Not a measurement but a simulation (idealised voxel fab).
The following process module bears the name voxel capacitor over wiring.
Shown is cross-section cut, with a width of 190 nm and square cells of size 5 nm.
Just so we're on the same page, the cross-sections are grids of square cells, and they're listed out in bands top to bottom, each band one or more rows deep. Heads up on the band format: heights come first, top then bottom, in nm. After that it's the materials left to right, each with its width in nm. A single material flagged "all across" fills the whole band edge to edge, and "empty" means there's empty space there. The reference from which all heights are counted is 0, the level beneath which the as-received wafer is entirely one material; the lowest band, having no lower bound, proceeds downward and is written after the example "0 -> down". You'd read "30->40" like this: the band's top row of cells is as wide as the first number, its bottom row is as wide as the second, and going down, every row changes width by the same amount as the row before did. You'll sometimes find "everything unchanged" written for a step, and that's the way of saying that nowhere in the cross-section did a cell change during that step. Each empty space that has no open way to the top and spans at least 8 cells appears under "Fully enclosed voids" as width x height at distance, the distance counted from the left edge, all in nm. Post-settings text on a step line: simulator's own remark regarding the step. When a step includes a mask, the "overlay nm" setting on its line states how far to the right of its planned place that mask lay, and negative values state how far to the left.
### Steps planned for the process
1: RECEIVE with material Si
2: CONFORMAL_DEP with material SiO2, thk nm 10
3: CONFORMAL_DEP with material SiN, thk nm 5
4: DIRECTIONAL_DEP with material SiO2, thk nm 15
5: MASKED_ETCH with tone open, mask id METAL_1, width nm 30, pitch nm 80, etch materials SiO2, depth nm 15, overlay nm 0
6: MASKED_ETCH with tone open, mask id METAL_1, width nm 30, pitch nm 80, etch materials SiN, depth nm 5, overlay nm 0
7: CONFORMAL_DEP with material TiN, thk nm 5
8: FILL_DEP with material Ru, thk nm 10
9: CMP with height nm 30
10: EPI with material Ru, thk nm 5
11: FILL_DEP with material SiCN, thk nm 5
12: DIRECTIONAL_DEP with material SiO2, thk nm 10
13: PATTERN with tone open, mask id PLUG_1, material resist, width nm 15, thk nm 15, overlay nm 0
14: DIRECTIONAL_ETCH with etch materials SiO2, depth nm 10
15: DIRECTIONAL_ETCH with etch materials SiCN, depth nm 5
16: STRIP with etch materials resist
17: CONFORMAL_DEP with material TiN, thk nm 5
18: FILL_DEP with material Cu, thk nm 10
19: CMP with height nm 50
20: DIRECTIONAL_DEP with material TiN, thk nm 5
21: DIRECTIONAL_DEP with material HfO2, thk nm 5
22: DIRECTIONAL_DEP with material TiN, thk nm 5
23: DIRECTIONAL_DEP with material aC, thk nm 10
24: PATTERN with tone cover, mask id UPPER_PLATE, material resist, width nm 55, thk nm 25, overlay nm 0
25: DIRECTIONAL_ETCH with etch materials aC, depth nm 10
26: STRIP with etch materials resist
27: DIRECTIONAL_ETCH with etch materials TiN, depth nm 5
28: DIRECTIONAL_ETCH with etch materials HfO2, depth nm 5
29: STRIP with etch materials aC
30: PATTERN with tone cover, mask id LOWER_PLATE, material resist, width nm 65, thk nm 15, overlay nm 0
31: DIRECTIONAL_ETCH with etch materials TiN, depth nm 5
32: STRIP with etch materials resist
33: FILL_DEP with material SiO2, thk nm 20
34: CMP with height nm 80
35: MASKED_ETCH with tone open, mask id PLUG_2, width nm 15, etch materials SiO2, depth nm 15, overlay nm 0
36: CONFORMAL_DEP with material TiN, thk nm 5
37: FILL_DEP with material W, thk nm 5
38: CMP with height nm 80
39: CONFORMAL_DEP with material SiN, thk nm 5
### The cross-section here shows the wafer as received, i.e. in its state after step 1
* 0 -> down = Si all across
* Fully enclosed voids: none
### Starting wafer: above. Plan: above. Run: one mistake. Cross-section after the module: below
* 85 -> 80 = SiN all across
* 80 -> 70 = SiO2=65, TiN=5, W=5, TiN=5, SiO2=110
* 70 -> 60 = SiO2=65->55, TiN=15->55, SiO2=110->80
* 60 -> 55 = SiO2=55, HfO2=55, SiO2=80
* 55 -> 50 = SiO2=50, TiN=65, SiO2=75
* 50 -> 45 = SiCN=55, TiN=15, SiCN=120
* 45 -> 40 = SiCN=35, SiO2=40, SiCN=40, SiO2=40, SiCN=35
* 40 -> 35 = SiO2 all across
* 35 -> 30 = SiO2=35, Ru=40, SiO2=40, Ru=40, SiO2=35
* 30 -> 15 = SiO2=40, TiN=5, Ru=20, TiN=5, SiO2=50, TiN=5, Ru=20, TiN=5, SiO2=40
* 15 -> 10 = SiN=40, TiN=30, SiN=50, TiN=30, SiN=40
* 10 -> 0 = SiO2 all across
* 0 -> down = Si all across
* Fully enclosed voids: none
Which mistake was made when the wafer was run? mixed up steps 11 and 12 - ran each in the other's place
